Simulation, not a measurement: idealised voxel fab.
This is a process module. Its name is voxel transistor to metal.
Displayed cross-section: cut, width of 145 nm, square cells sized 5 nm.
Format of a cross-section: grid, square cells. Given as bands. Order: top down. Band: one or more rows of cells.
First you get the band's top height and its bottom height, in nm, and then the materials it's made of, left to right, with each width in nm. If you see a single material with "full width", that one covers the band edge to edge. "blank" is empty space.
It should be noted that heights are counted from 0, beneath which the wafer as supplied is of one material throughout, and that the lowest band possesses no lower boundary but continues downward, as written in "0 down".
The width entry "30 to 40" should be interpreted row by row: the top row of cells in the band takes the first number, the bottom row takes the second number, and the change between adjacent rows is uniform throughout.
Given "everything unchanged" for a step, no cell of the cross-section differs between before and after that step.
The list in "Closed internal voids" covers empty spaces of 8 cells or more that cannot reach the top through any open way, and it gives each as width x height at distance; the distance is from the left edge, and width, height and distance are in nm.
On each step's line, the part that comes after the settings is the simulator's own comment on the step.
overlay nm, on a step with a mask: how far to the right of its planned place the mask lay; to the left if negative

The steps planned for the process are as follows
1: RECEIVE, material Si
2: CONFORMAL_DEP, material SiO2, thk nm 5
3: CONFORMAL_DEP, material SiN, thk nm 10
4: DIRECTIONAL_DEP, material aC, thk nm 10
5: PATTERN, tone cover, mask id ACTIVE, material resist, width nm 105, thk nm 25, overlay nm 0
6: DIRECTIONAL_ETCH, etch materials aC, depth nm 10
7: STRIP, etch materials resist
8: DIRECTIONAL_ETCH, etch materials SiN, depth nm 10
9: DIRECTIONAL_ETCH, etch materials SiO2, depth nm 5
10: DIRECTIONAL_ETCH, etch materials Si, depth nm 25
11: STRIP, etch materials aC
12: FILL_DEP, material SiO2, thk nm 15
13: CMP, height nm 15
14: SELECTIVE_ETCH, etch materials SiO2, depth nm 5
15: STRIP, etch materials SiN
16: SELECTIVE_ETCH, etch materials SiO2, depth nm 5
17: OXIDIZE, depth nm 5
18: DIRECTIONAL_DEP, material polySi, thk nm 30
19: DIRECTIONAL_DEP, material SiCN, thk nm 10
20: MASKED_ETCH, tone cover, mask id GATE, width nm 25, etch materials SiCN, depth nm 20, overlay nm 0
21: MASKED_ETCH, tone cover, mask id GATE, width nm 25, etch materials polySi, depth nm 40, overlay nm 0
22: CONFORMAL_DEP, material SiO2, thk nm 5
23: DIRECTIONAL_ETCH, etch materials SiO2, depth nm 5
24: CONFORMAL_DEP, material SiN, thk nm 10
25: DIRECTIONAL_ETCH, etch materials SiN, depth nm 10
26: DIRECTIONAL_ETCH, etch materials SiO2, depth nm 5
27: DIRECTIONAL_ETCH, etch materials Si, depth nm 5
28: EPI, material nSi, thk nm 10
29: FILL_DEP, material SiO2, thk nm 10
30: CMP, height nm 40
31: DIRECTIONAL_DEP, material SiO2, thk nm 15
32: MASKED_ETCH, tone open, mask id CONTACT, width nm 15, pitch nm 80, etch materials SiO2, depth nm 50, overlay nm 0
33: CONFORMAL_DEP, material TiN, thk nm 5
34: FILL_DEP, material Ru, thk nm 10
35: CMP, height nm 55
36: CONFORMAL_DEP, material SiCN, thk nm 5
37: DIRECTIONAL_DEP, material lowk, thk nm 25
38: DIRECTIONAL_DEP, material aC, thk nm 15
39: PATTERN, tone open, mask id METAL_1, material resist, width nm 15, pitch nm 80, thk nm 30, overlay nm 0
40: DIRECTIONAL_ETCH, etch materials aC, depth nm 15
41: STRIP, etch materials resist
42: DIRECTIONAL_ETCH, etch materials lowk, depth nm 25
43: DIRECTIONAL_ETCH, etch materials SiCN, depth nm 5
44: STRIP, etch materials aC
45: CONFORMAL_DEP, material TiN, thk nm 5
46: FILL_DEP, material Cu, thk nm 10
47: CMP, height nm 85
48: CONFORMAL_DEP, material SiCN, thk nm 5
49: DIRECTIONAL_DEP, material SiO2, thk nm 25
50: DIRECTIONAL_DEP, material aC, thk nm 10
51: PATTERN, tone open, mask id METAL_2, material resist, width nm 15, pitch nm 80, thk nm 30, overlay nm 0
52: DIRECTIONAL_ETCH, etch materials aC, depth nm 10
53: STRIP, etch materials resist
54: DIRECTIONAL_ETCH, etch materials SiO2, depth nm 15
55: STRIP, etch materials aC
56: DIRECTIONAL_DEP, material aC, thk nm 15
57: PATTERN, tone open, mask id METAL_2_HOLES, material resist, width nm 15, pitch nm 80, thk nm 30, overlay nm 0
58: DIRECTIONAL_ETCH, etch materials aC, depth nm 15
59: STRIP, etch materials resist
60: DIRECTIONAL_ETCH, etch materials SiO2, depth nm 10
61: DIRECTIONAL_ETCH, etch materials SiCN, depth nm 5
62: STRIP, etch materials aC
63: CONFORMAL_DEP, material TiN, thk nm 5
64: FILL_DEP, material Cu, thk nm 10
65: CMP, height nm 115
66: CONFORMAL_DEP, material SiCN, thk nm 5

As-received wafer cross-section (after step 1)
  0 down | Si full width
  Closed internal voids: none

Cross-section, end of module. Start: as above. Plan: as above. Execution: one mistake
  120 to 115 | SiCN full width
  115 to 90 | SiO2 25 nm  TiN 5 nm  Cu 5 nm  TiN 5 nm  SiO2 65 nm  TiN 5 nm  Cu 5 nm  TiN 5 nm  SiO2 25 nm
  90 to 85 | SiCN 25 nm  TiN 15 nm  SiCN 65 nm  TiN 15 nm  SiCN 25 nm
  85 to 60 | lowk 25 nm  TiN 5 nm  Cu 5 nm  TiN 5 nm  lowk 65 nm  TiN 5 nm  Cu 5 nm  TiN 5 nm  lowk 25 nm
  60 to 55 | SiCN 25 nm  TiN 15 nm  SiCN 65 nm  TiN 15 nm  SiCN 25 nm
  55 to 50 | TiN 30 nm  Ru 5 nm  TiN 75 nm  Ru 5 nm  TiN 30 nm
  50 to 35 | SiO2 25 nm  TiN 5 nm  Ru 5 nm  TiN 5 nm  SiO2 65 nm  TiN 5 nm  Ru 5 nm  TiN 5 nm  SiO2 25 nm
  35 to 30 | SiO2 25 nm  TiN 5 nm  Ru 5 nm  TiN 5 nm  SiO2 5 nm  SiN 10 nm  SiO2 5 nm  SiCN 25 nm  SiO2 5 nm  SiN 10 nm  SiO2 5 nm  TiN 5 nm  Ru 5 nm  TiN 5 nm  SiO2 25 nm
  30 to 10 | SiO2 25 nm  TiN 5 nm  Ru 5 nm  TiN 5 nm  SiO2 5 nm  SiN 10 nm  SiO2 5 nm  polySi 25 nm  SiO2 5 nm  SiN 10 nm  SiO2 5 nm  TiN 5 nm  Ru 5 nm  TiN 5 nm  SiO2 25 nm
  10 to 5 | SiO2 25 nm  TiN 15 nm  SiO2 5 nm  SiN 10 nm  SiO2 5 nm  polySi 25 nm  SiO2 5 nm  SiN 10 nm  SiO2 5 nm  TiN 15 nm  SiO2 25 nm
  5 to 0 | SiO2 20 nm  SiN 10 nm  nSi 15 nm  SiN 10 nm  SiO2 5 nm  polySi 25 nm  SiO2 5 nm  SiN 10 nm  nSi 15 nm  SiN 10 nm  SiO2 20 nm
  0 to -5 | SiO2 30 nm  nSi 15 nm  SiO2 55 nm  nSi 15 nm  SiO2 30 nm
  -5 to -10 | SiO2 20 nm  Si 10 nm  nSi 15 nm  Si 55 nm  nSi 15 nm  Si 10 nm  SiO2 20 nm
  -10 to -25 | SiO2 20 nm  Si 105 nm  SiO2 20 nm
  -25 down | Si full width
  Closed internal voids: none
Misprocessing identified: note that step 30 departed from the planned setting and was carried out as CMP, height nm 35
